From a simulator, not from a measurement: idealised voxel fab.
process module | voxel self aligned vias
In the cross-section labelled cut, the width is 160 nm and each square cell is 5 nm.
A cross-section is written here as square cells arranged in a grid, and it is given in bands from the top down, each band taking up one or more rows of cells. Top height, bottom height, nm. Materials left to right, width each, nm. Single material + "everywhere" = fills band edge to edge. "empty" = empty. Heights are reckoned from 0. Under this level, the received wafer is all of one material. The bottommost band is open-ended downward, for example "0 down". A width such as "30..40" changes by the same amount from each row of cells to the next, from the band's top row to its bottom row. When a step is marked "remains unaltered", none of the cells in the cross-section changed during that step. In the "Enclosed internal voids" entry, you get each enclosed empty space of 8 cells or more, one with no open way to the top, written width x height at distance, distance from the left edge, in nm. The remark found on a step's line after its settings is issued by the simulator itself and pertains to that step. When a step includes a mask, the "overlay nm" setting on its line states how far to the right of its planned place that mask lay, and negative values state how far to the left.

PLANNED STEP LIST FOR THE PROCESS
step 1: RECEIVE, material Si
step 2: CONFORMAL_DEP, material SiO2, thk nm 15
step 3: CONFORMAL_DEP, material SiCN, thk nm 5
step 4: DIRECTIONAL_DEP, material SiO2, thk nm 25
step 5: MASKED_ETCH, tone open, mask id LINES, width nm 25, pitch nm 50, etch materials SiO2, depth nm 25, overlay nm 0
step 6: CONFORMAL_DEP, material TiN, thk nm 5
step 7: FILL_DEP, material Ru, thk nm 10
step 8: CMP, height nm 45
step 9: SELECTIVE_ETCH, etch materials W Ru TiN, depth nm 10
step 10: FILL_DEP, material SiN, thk nm 5
step 11: CMP, height nm 45
step 12: DIRECTIONAL_DEP, material SiO2, thk nm 20
step 13: PATTERN, tone open, mask id VIAS, material resist, width nm 35, pitch nm 50, thk nm 20, overlay nm 0
step 14: DIRECTIONAL_ETCH, etch materials SiO2, depth nm 20
step 15: DIRECTIONAL_ETCH, etch materials SiN, depth nm 10
step 16: STRIP, etch materials resist
step 17: CONFORMAL_DEP, material TiN, thk nm 5
step 18: FILL_DEP, material W, thk nm 10
step 19: CMP, height nm 65
step 20: CONFORMAL_DEP, material SiCN, thk nm 5

BELOW: THE FIRST OF TWO WAFERS, RUN AS PLANNED

CROSS-SECTION OF THE INCOMING WAFER, STATE AFTER STEP 1
* 0 down: Si everywhere
* Enclosed internal voids: none

WAFER AFTER STEP 2 (CROSS-SECTION)
* 15 to 0: SiO2 everywhere
* Below 0, the layers are the same as they were.

WAFER AFTER STEP 3 (CROSS-SECTION)
* 20 to 15: SiCN everywhere
* Below 15, the layers are the same as they were.

WAFER AFTER STEP 4 (CROSS-SECTION)
* 45 to 20: SiO2 everywhere
* Below 20, the layers are the same as they were.

WAFER AFTER STEP 5 (CROSS-SECTION)
* 45 to 20: SiO2 (40), empty (25), SiO2 (25), empty (25), SiO2 (45)
* Below 20, the layers are the same as they were.

WAFER AFTER STEP 6 (CROSS-SECTION)
* 50 to 45: TiN (45), empty (15), TiN (35), empty (15), TiN (50)
* 45 to 25: SiO2 (40), TiN (5), empty (15), TiN (5), SiO2 (25), TiN (5), empty (15), TiN (5), SiO2 (45)
* 25 to 20: SiO2 (40), TiN (25), SiO2 (25), TiN (25), SiO2 (45)
* Below 20, the layers are the same as they were.

WAFER AFTER STEP 7 (CROSS-SECTION)
* 60 to 50: Ru everywhere
* 50 to 45: TiN (45), Ru (15), TiN (35), Ru (15), TiN (50)
* 45 to 25: SiO2 (40), TiN (5), Ru (15), TiN (5), SiO2 (25), TiN (5), Ru (15), TiN (5), SiO2 (45)
* Below 25, the layers are the same as they were.

WAFER AFTER STEP 8 (CROSS-SECTION)
* 45 to 25: SiO2 (40), TiN (5), Ru (15), TiN (5), SiO2 (25), TiN (5), Ru (15), TiN (5), SiO2 (45)
* Below 25, the layers are the same as they were.

WAFER AFTER STEP 9 (CROSS-SECTION)
* 45 to 35: SiO2 (40), empty (25), SiO2 (25), empty (25), SiO2 (45)
* Below 35, the layers are the same as they were.

WAFER AFTER STEP 10 (CROSS-SECTION)
* 50 to 45: SiN everywhere
* 45 to 35: SiO2 (40), SiN (25), SiO2 (25), SiN (25), SiO2 (45)
* Below 35, the layers are the same as they were.

WAFER AFTER STEP 11 (CROSS-SECTION)
* 45 to 35: SiO2 (40), SiN (25), SiO2 (25), SiN (25), SiO2 (45)
* Below 35, the layers are the same as they were.

WAFER AFTER STEP 12 (CROSS-SECTION)
* 65 to 45: SiO2 everywhere
* Below 45, the layers are the same as they were.

WAFER AFTER STEP 13 (CROSS-SECTION)
* 85 to 65: resist (35), empty (35), resist (15), empty (35), resist (40)
* Below 65, the layers are the same as they were.

WAFER AFTER STEP 14 (CROSS-SECTION)
* 85 to 65: resist (35), empty (35), resist (15), empty (35), resist (40)
* 65 to 45: SiO2 (35), empty (35), SiO2 (15), empty (35), SiO2 (40)
* Below 45, the layers are the same as they were.

WAFER AFTER STEP 15 (CROSS-SECTION)
* 85 to 65: resist (35), empty (35), resist (15), empty (35), resist (40)
* 65 to 45: SiO2 (35), empty (35), SiO2 (15), empty (35), SiO2 (40)
* 45 to 35: SiO2 (40), empty (25), SiO2 (25), empty (25), SiO2 (45)
* Below 35, the layers are the same as they were.

WAFER AFTER STEP 16 (CROSS-SECTION)
* 65 to 45: SiO2 (35), empty (35), SiO2 (15), empty (35), SiO2 (40)
* Below 45, the layers are the same as they were.

WAFER AFTER STEP 17 (CROSS-SECTION)
* 70 to 65: TiN (40), empty (25), TiN (25), empty (25), TiN (45)
* 65 to 50: SiO2 (35), TiN (5), empty (25), TiN (5), SiO2 (15), TiN (5), empty (25), TiN (5), SiO2 (40)
* 50 to 40: SiO2 (35..40), TiN (10..5), empty (15), TiN (10..5), SiO2 (15..25), TiN (10..5), empty (15), TiN (10..5), SiO2 (40..45)
* 40 to 35: SiO2 (40), TiN (25), SiO2 (25), TiN (25), SiO2 (45)
* Below 35, the layers are the same as they were.

WAFER AFTER STEP 18 (CROSS-SECTION)
* 80 to 70: W everywhere
* 70 to 65: TiN (40), W (25), TiN (25), W (25), TiN (45)
* 65 to 50: SiO2 (35), TiN (5), W (25), TiN (5), SiO2 (15), TiN (5), W (25), TiN (5), SiO2 (40)
* 50 to 40: SiO2 (35..40), TiN (10..5), W (15), TiN (10..5), SiO2 (15..25), TiN (10..5), W (15), TiN (10..5), SiO2 (40..45)
* Below 40, the layers are the same as they were.

WAFER AFTER STEP 19 (CROSS-SECTION)
* 65 to 50: SiO2 (35), TiN (5), W (25), TiN (5), SiO2 (15), TiN (5), W (25), TiN (5), SiO2 (40)
* Below 50, the layers are the same as they were.

WAFER AFTER STEP 20 (CROSS-SECTION)
* 70 to 65: SiCN everywhere
* Below 65, the layers are the same as they were.

WAFER TWO OF TWO - SAME STARTING POINT, SAME PROCESS PLAN, ONE MISTAKE IN EXECUTION; MATCHES WAFER ONE UP TO AND INCLUDING STEP 18

Planned end of step 19: second wafer, cross-section: remains unaltered

PLANNED END OF STEP 20: SECOND WAFER, CROSS-SECTION
* 85 to 80: SiCN everywhere
* Below 80, the layers are the same as they were.
Plan not followed: step 19 in the plan did not get run; it was skipped
The closing comparison, in cells, has the second wafer with more or fewer of some materials than the first: TiN +22 | W +74
